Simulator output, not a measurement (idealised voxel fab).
process module | voxel self aligned contacts
Cross-section cut spans 250 nm and uses square cells 5 nm in size.
Notation: cross-section as square-cell grid; stated in bands, top first, going down; one or more cell rows per band.
Band: top and bottom heights (nm) first, top before bottom; then materials from left to right, widths in nm. "everywhere" marks a sole material filling the band edge to edge. "empty" denotes empty space.
All heights in this document are referenced to 0, defined as the level beneath which the wafer, as received, consists entirely of one material. The lowest band is not bounded below; it extends indefinitely downward and is written in the form "z 0 and below".
Think of "30->40" as a width that walks from the first number to the second as you go down the band, top row to bottom row, taking equal-sized steps from row to row.
Any step labelled "no change" changed none of the cells in the cross-section.
"Cavities, sealed" means: voids of 8 cells or more that are shut off from the top with no open way through. Written width x height at distance, distance from the left edge, in nm.
Note: text after step settings on the step line = simulator remark on that step.
"overlay nm", when on a step's line for a step with a mask, measures how far to the right of its planned place the mask lay; a negative measure means to the left.

Planned process steps:
- 1: RECEIVE,material Si
- 2: OXIDIZE,depth nm 5
- 3: DIRECTIONAL_DEP,material polySi,thk nm 25
- 4: DIRECTIONAL_DEP,material SiN,thk nm 25
- 5: DIRECTIONAL_DEP,material aC,thk nm 15
- 6: PATTERN,tone cover,mask id GATE,material resist,width nm 35,pitch nm 75,thk nm 35,overlay nm 0
- 7: DIRECTIONAL_ETCH,etch materials aC,depth nm 15
- 8: STRIP,etch materials resist
- 9: DIRECTIONAL_ETCH,etch materials SiN,depth nm 25
- 10: DIRECTIONAL_ETCH,etch materials polySi,depth nm 25
- 11: STRIP,etch materials aC
- 12: CONFORMAL_DEP,material SiN,thk nm 10
- 13: DIRECTIONAL_ETCH,etch materials SiN,depth nm 10
- 14: FILL_DEP,material SiO2,thk nm 15
- 15: CMP,height nm 55
- 16: MASKED_ETCH,tone open,mask id CONTACT,width nm 60,etch materials SiO2,depth nm 60,overlay nm 0
- 17: CONFORMAL_DEP,material TiN,thk nm 5
- 18: FILL_DEP,material Ru,thk nm 5
- 19: CMP,height nm 55
- 20: CONFORMAL_DEP,material SiN,thk nm 5

as received, after step 1:
    z 0 and below: Si everywhere
    Cavities, sealed: none

Cross-sectional view of the first of the two wafers upon completion of the module, processed in accordance with the plan:
    z 60 to 55: SiN everywhere
    z 55 to 50: 95 of SiO2, then 25 of TiN, then 10 of Ru, then 25 of TiN, then 95 of SiO2
    z 50 to 25: 60 of SiO2, then 55 of SiN, then 5 of TiN, then 10 of Ru, then 5 of TiN, then 55 of SiN, then 60 of SiO2
    z 25 to 0: 60 of SiO2, then 10 of SiN, then 35 of polySi, then 10 of SiN, then 5 of TiN, then 10 of Ru, then 5 of TiN, then 10 of SiN, then 35 of polySi, then 10 of SiN, then 60 of SiO2
    z 0 to -5: 115 of SiO2, then 20 of TiN, then 115 of SiO2
    z -5 and below: Si everywhere
    Cavities, sealed: none

Same start, same plan as the first wafer - but one mistake in the run. Cross-section of the second of the two at the end of the module:
    z 60 to 55: SiN everywhere
    z 55 to 50: 60 of SiO2, then 55 of SiN, then 20 of TiN, then 55 of SiN, then 60 of SiO2
    z 50 to 25: SiN everywhere
    z 25 to 0: polySi everywhere
    z 0 to -5: SiO2 everywhere
    z -5 and below: Si everywhere
    Cavities, sealed: none
Run error: step 4 in the plan was executed twice
Final tally in cells, some materials are higher or lower on the second wafer than on the first: Ru: 22 fewer, SiN: 122 more, SiO2: 250 fewer, TiN: 30 fewer, polySi: 180 more
